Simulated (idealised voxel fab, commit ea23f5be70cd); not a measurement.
Documented hereafter: the process module known as voxel ribs on slabs.
Shown is cross-section cut, with a width of 155 nm and square cells of size 5 nm.
In what follows, cross-sections appear as grids of square cells, described through bands that run from the top down, where every band is one or more rows of cells.
Heads up on the band format: heights come first, top then bottom, in nm. After that it's the materials left to right, each with its width in nm. A single material flagged "edge to edge" fills the whole band edge to edge, and "blank" means there's empty space there.
Ref level 0: as-received wafer is one material below here. Bottom band extends down with no lower bound ("0 down").
Quick explanation for "30 to 40": the width changes in equal steps down the rows of cells, from the first number in the band's top row to the second number in its bottom row.
What does "no modifications" mean for a step? It means no cell of the cross-section changed in that step.
Trapped cavities: empty space of 8 cells or more with no open way to the top, each as width x height at its distance from the left edge, in nm
Heads up: the bit after the settings on a step's line is the simulator's remark on that step.
Each step line may optionally specify "overlay nm", which for a step with a mask gives the rightward distance between the mask's planned place and where it lay, a negative value indicating the leftward direction.
[Process steps foreseen in the plan]
1 RECEIVE, material Si
2 DIRECTIONAL_DEP, material SiO2, thk nm 20
3 DIRECTIONAL_DEP, material SiN, thk nm 20
4 PATTERN, tone cover, mask id RIB, material resist, width nm 15, thk nm 15, overlay nm 0
5 DIRECTIONAL_ETCH, etch materials SiN, depth nm 10
6 STRIP, etch materials resist
7 MASKED_ETCH, tone cover, mask id SLAB, width nm 75, etch materials SiN, depth nm 10, overlay nm 0
8 FILL_DEP, material SiO2, thk nm 25
9 CMP, height nm 60
10 DIRECTIONAL_DEP, material TiN, thk nm 5
11 PATTERN, tone cover, mask id HEATER, material resist, width nm 25, thk nm 20, overlay nm 0
12 DIRECTIONAL_ETCH, etch materials TiN, depth nm 5
13 STRIP, etch materials resist
14 CONFORMAL_DEP, material SiN, thk nm 10
[Wafer as received: cross-section following step 1]
	0 down  Si edge to edge
	Trapped cavities: none
[The plan above was carried out on the starting structure above with one mistake, and this cross-section shows the wafer at the end of the module]
	70 to 65  blank 55, SiN 45, blank 55
	65 to 60  SiN edge to edge
	60 to 55  SiN 65, TiN 25, SiN 65
	55 to 40  SiO2 edge to edge
	40 to 30  SiO2 70, SiN 15, SiO2 70
	30 to 20  SiO2 40, SiN 75, SiO2 40
	20 to 0  SiO2 edge to edge
	0 down  Si edge to edge
	Trapped cavities: none
Against the plan, the run slipped here: step 9 did not happen as planned, as run it was CMP, height nm 55
